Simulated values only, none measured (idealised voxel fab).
process module | voxel plated lines
cross-section cut | 230 nm wide | cells 5 nm
A cross-section is a grid of square cells, given in bands from the top down. A band is one or more rows of cells.
Each band's line starts with the height of the band's top and of its bottom, in nm. Then come its materials from left to right, each with its width in nm. One material with "throughout" fills the band from edge to edge. "air" is empty space.
Height 0 is the level under which the wafer as received is all one material. The lowest band goes on downwards, as in "0 down".
A width such as "30 to 40" changes by the same amount from each row of cells to the next, from the band's top row to its bottom row.
"no change" after a step means that no cell of the cross-section changed.
closed voids: empty space of 8 cells or more with no open way to the top, each as width x height at its distance from the left edge, in nm
after a step's settings: what the simulator itself notes on the step
overlay nm, on a step with a mask: how far to the right of its planned place the mask lay; to the left if negative
plan
1 op RECEIVE | material Si
2 op CONFORMAL_DEP | material SiN | thk nm 15
3 op DIRECTIONAL_DEP | material TiN | thk nm 5
4 op PATTERN | tone open | mask id LINES | material resist | width nm 15 | pitch nm 35 | thk nm 20 | overlay nm 0
5 op EPI | material Ru | thk nm 5
6 op STRIP | etch materials resist
7 op DIRECTIONAL_ETCH | etch materials TiN | depth nm 5
8 op CONFORMAL_DEP | material SiN | thk nm 10
first wafer, as planned
as received, after step 1
  0 down: Si throughout
  closed voids: none
after step 2
  15 to 0: SiN throughout
  below 0: unchanged
after step 3
  20 to 15: TiN throughout
  below 15: unchanged
after step 4
  40 to 20: resist 55 | air 15 | resist 20 | air 15 | resist 20 | air 15 | resist 20 | air 15 | resist 55
  below 20: unchanged
after step 5
  40 to 25: resist 55 | air 15 | resist 20 | air 15 | resist 20 | air 15 | resist 20 | air 15 | resist 55
  25 to 20: resist 55 | Ru 15 | resist 20 | Ru 15 | resist 20 | Ru 15 | resist 20 | Ru 15 | resist 55
  below 20: unchanged
after step 6
  25 to 20: air 55 | Ru 15 | air 20 | Ru 15 | air 20 | Ru 15 | air 20 | Ru 15 | air 55
  below 20: unchanged
after step 7
  25 to 20: air 55 | Ru 15 | air 20 | Ru 15 | air 20 | Ru 15 | air 20 | Ru 15 | air 55
  20 to 15: air 55 | TiN 15 | air 20 | TiN 15 | air 20 | TiN 15 | air 20 | TiN 15 | air 55
  below 15: unchanged
after step 8
  35 to 25: air 45 | SiN 140 | air 45
  25 to 20: SiN 55 | Ru 15 | SiN 20 | Ru 15 | SiN 20 | Ru 15 | SiN 20 | Ru 15 | SiN 55
  20 to 15: SiN 55 | TiN 15 | SiN 20 | TiN 15 | SiN 20 | TiN 15 | SiN 20 | TiN 15 | SiN 55
  below 15: unchanged
second wafer: like start, like plan, one mistake. Through step 2 it matches the first wafer
when step 3 should have ended
  30 to 15: TiN throughout
  below 15: unchanged
when step 4 should have ended
  50 to 30: resist 55 | air 15 | resist 20 | air 15 | resist 20 | air 15 | resist 20 | air 15 | resist 55
  below 30: unchanged
when step 5 should have ended
  50 to 35: resist 55 | air 15 | resist 20 | air 15 | resist 20 | air 15 | resist 20 | air 15 | resist 55
  35 to 30: resist 55 | Ru 15 | resist 20 | Ru 15 | resist 20 | Ru 15 | resist 20 | Ru 15 | resist 55
  below 30: unchanged
when step 6 should have ended
  35 to 30: air 55 | Ru 15 | air 20 | Ru 15 | air 20 | Ru 15 | air 20 | Ru 15 | air 55
  below 30: unchanged
when step 7 should have ended
  35 to 30: air 55 | Ru 15 | air 20 | Ru 15 | air 20 | Ru 15 | air 20 | Ru 15 | air 55
  30 to 25: air 55 | TiN 15 | air 20 | TiN 15 | air 20 | TiN 15 | air 20 | TiN 15 | air 55
  below 25: unchanged
when step 8 should have ended
  45 to 35: air 45 | SiN 140 | air 45
  35 to 30: SiN 55 | Ru 15 | SiN 20 | Ru 15 | SiN 20 | Ru 15 | SiN 20 | Ru 15 | SiN 55
  30 to 25: SiN 55 | TiN 15 | SiN 20 | TiN 15 | SiN 20 | TiN 15 | SiN 20 | TiN 15 | SiN 55
  below 25: unchanged
what went wrong: step 3 ran as: op DIRECTIONAL_DEP | material TiN | thk nm 15
at the end the second wafer has, in cells: 92 more of TiN
